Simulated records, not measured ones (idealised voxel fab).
You're looking at the process module voxel wiring stack.
Section shown: cut. Width: 225 nm. Cell size: 5 nm, square.
Cross-sections here: square-cell grids, written as top-down lists of bands, a band being one or more rows of cells.
Look at the band entry: it leads with the top's height and the bottom's height in nm. Then it lists the materials left to right, with a width in nm for each. The word "edge to edge" on a single material says that material fills the band edge to edge. The word "air" is empty space.
Beneath 0, the wafer as received is one material, and that level is where height counting begins. The lowest band goes on downward without a bottom; it is written like "from 0 down".
A width such as "30..40" changes by the same amount from each row of cells to the next, from the band's top row to its bottom row.
A step reported as "no alteration" is a step in which no cell of the cross-section changed.
The entry titled "Closed void catalog" provides the empty spaces that have no open way to the top, restricted to those of 8 cells or more. Each is presented as width x height at distance, the distance being measured from the left edge, with all three in nm.
Note: text after step settings on the step line = simulator remark on that step.
The line of a step may include "overlay nm". On a step with a mask, this value is how far to the right of its planned place the mask lay. A negative value means the mask lay to the left.

Process steps - plan
step 1: RECEIVE [material Si]
step 2: CONFORMAL_DEP [material SiO2] [thk nm 10]
step 3: DIRECTIONAL_DEP [material TiN] [thk nm 5]
step 4: DIRECTIONAL_DEP [material Ru] [thk nm 20]
step 5: DIRECTIONAL_DEP [material aC] [thk nm 10]
step 6: PATTERN [tone cover] [mask id METAL_1] [material resist] [width nm 30] [pitch nm 50] [thk nm 30] [overlay nm 0]
step 7: DIRECTIONAL_ETCH [etch materials aC] [depth nm 10]
step 8: STRIP [etch materials resist]
step 9: DIRECTIONAL_ETCH [etch materials Ru] [depth nm 20]
step 10: DIRECTIONAL_ETCH [etch materials TiN] [depth nm 5]
step 11: STRIP [etch materials aC]
step 12: CONFORMAL_DEP [material SiCN] [thk nm 5]
step 13: FILL_DEP [material lowk] [thk nm 5]
step 14: CMP [height nm 35]
step 15: CONFORMAL_DEP [material SiCN] [thk nm 5]
step 16: DIRECTIONAL_DEP [material lowk] [thk nm 15]
step 17: MASKED_ETCH [tone open] [mask id PLUG_1] [width nm 15] [pitch nm 50] [etch materials lowk] [depth nm 15] [overlay nm 0]
step 18: MASKED_ETCH [tone open] [mask id PLUG_1] [width nm 15] [pitch nm 50] [etch materials SiCN] [depth nm 5] [overlay nm 0]
step 19: CONFORMAL_DEP [material TiN] [thk nm 5]
step 20: FILL_DEP [material Cu] [thk nm 10]
step 21: CMP [height nm 55]
step 22: DIRECTIONAL_DEP [material TiN] [thk nm 5]
step 23: DIRECTIONAL_DEP [material W] [thk nm 20]
step 24: PATTERN [tone cover] [mask id METAL_2] [material resist] [width nm 30] [pitch nm 50] [thk nm 15] [overlay nm 0]
step 25: DIRECTIONAL_ETCH [etch materials W] [depth nm 20]
step 26: DIRECTIONAL_ETCH [etch materials TiN] [depth nm 5]
step 27: STRIP [etch materials resist]
step 28: FILL_DEP [material lowk] [thk nm 5]
step 29: CMP [height nm 80]
step 30: CONFORMAL_DEP [material SiCN] [thk nm 5]
step 31: DIRECTIONAL_DEP [material SiO2] [thk nm 10]
step 32: PATTERN [tone open] [mask id PLUG_2] [material resist] [width nm 15] [pitch nm 100] [thk nm 20] [overlay nm 0]
step 33: DIRECTIONAL_ETCH [etch materials SiO2] [depth nm 10]
step 34: DIRECTIONAL_ETCH [etch materials SiCN] [depth nm 5]
step 35: STRIP [etch materials resist]
step 36: EPI [material Ru] [thk nm 10]
step 37: EPI [material Ru] [thk nm 5]
step 38: DIRECTIONAL_DEP [material TiN] [thk nm 5]
step 39: DIRECTIONAL_DEP [material Ru] [thk nm 25]
step 40: PATTERN [tone cover] [mask id METAL_3] [material resist] [width nm 30] [pitch nm 50] [thk nm 20] [overlay nm 0]
step 41: DIRECTIONAL_ETCH [etch materials Ru] [depth nm 25]
step 42: DIRECTIONAL_ETCH [etch materials TiN] [depth nm 5]
step 43: STRIP [etch materials resist]
step 44: FILL_DEP [material lowk] [thk nm 10]
step 45: CMP [height nm 125]
step 46: CONFORMAL_DEP [material SiN] [thk nm 5]

Received-state cross-section, reflecting completion of step 1
from 0 down = Si edge to edge
Closed void catalog: none

The plan above was carried out on the starting structure above with one mistake, and this cross-section shows the wafer at the end of the module
from 130 to 125 = SiN edge to edge
from 125 to 100 = lowk: 20, Ru: 30, lowk: 20, Ru: 30, lowk: 20, Ru: 30, lowk: 20, Ru: 30, lowk: 25
from 100 to 95 = lowk: 20, TiN: 30, lowk: 20, TiN: 30, lowk: 20, TiN: 30, lowk: 20, TiN: 30, lowk: 25
from 95 to 85 = SiO2: 20, Ru: 15, SiO2: 85, Ru: 15, SiO2: 90
from 85 to 80 = SiCN: 20, Ru: 15, SiCN: 85, Ru: 15, SiCN: 90
from 80 to 60 = lowk: 20, W: 30, lowk: 20, W: 30, lowk: 20, W: 30, lowk: 20, W: 30, lowk: 25
from 60 to 55 = lowk: 20, TiN: 30, lowk: 20, TiN: 30, lowk: 20, TiN: 30, lowk: 20, TiN: 30, lowk: 25
from 55 to 40 = lowk: 20, TiN: 5, Cu: 5, TiN: 5, lowk: 35, TiN: 5, Cu: 5, TiN: 5, lowk: 35, TiN: 5, Cu: 5, TiN: 5, lowk: 35, TiN: 5, Cu: 5, TiN: 5, lowk: 40
from 40 to 35 = SiCN: 20, TiN: 15, SiCN: 35, TiN: 15, SiCN: 35, TiN: 15, SiCN: 35, TiN: 15, SiCN: 40
from 35 to 30 = lowk edge to edge
from 30 to 25 = lowk: 15, SiCN: 40, lowk: 10, SiCN: 40, lowk: 10, SiCN: 40, lowk: 10, SiCN: 40, lowk: 20
from 25 to 5 = lowk: 15, SiCN: 5, Ru: 30, SiCN: 5, lowk: 10, SiCN: 5, Ru: 30, SiCN: 5, lowk: 10, SiCN: 5, Ru: 30, SiCN: 5, lowk: 10, SiCN: 5, Ru: 30, SiCN: 5, lowk: 20
from 5 to 0 = SiCN: 20, TiN: 30, SiCN: 20, TiN: 30, SiCN: 20, TiN: 30, SiCN: 20, TiN: 30, SiCN: 25
from 0 down = Si edge to edge
Closed void catalog: none
Short version of what went wrong: step 2 of the plan was excluded from execution and never run
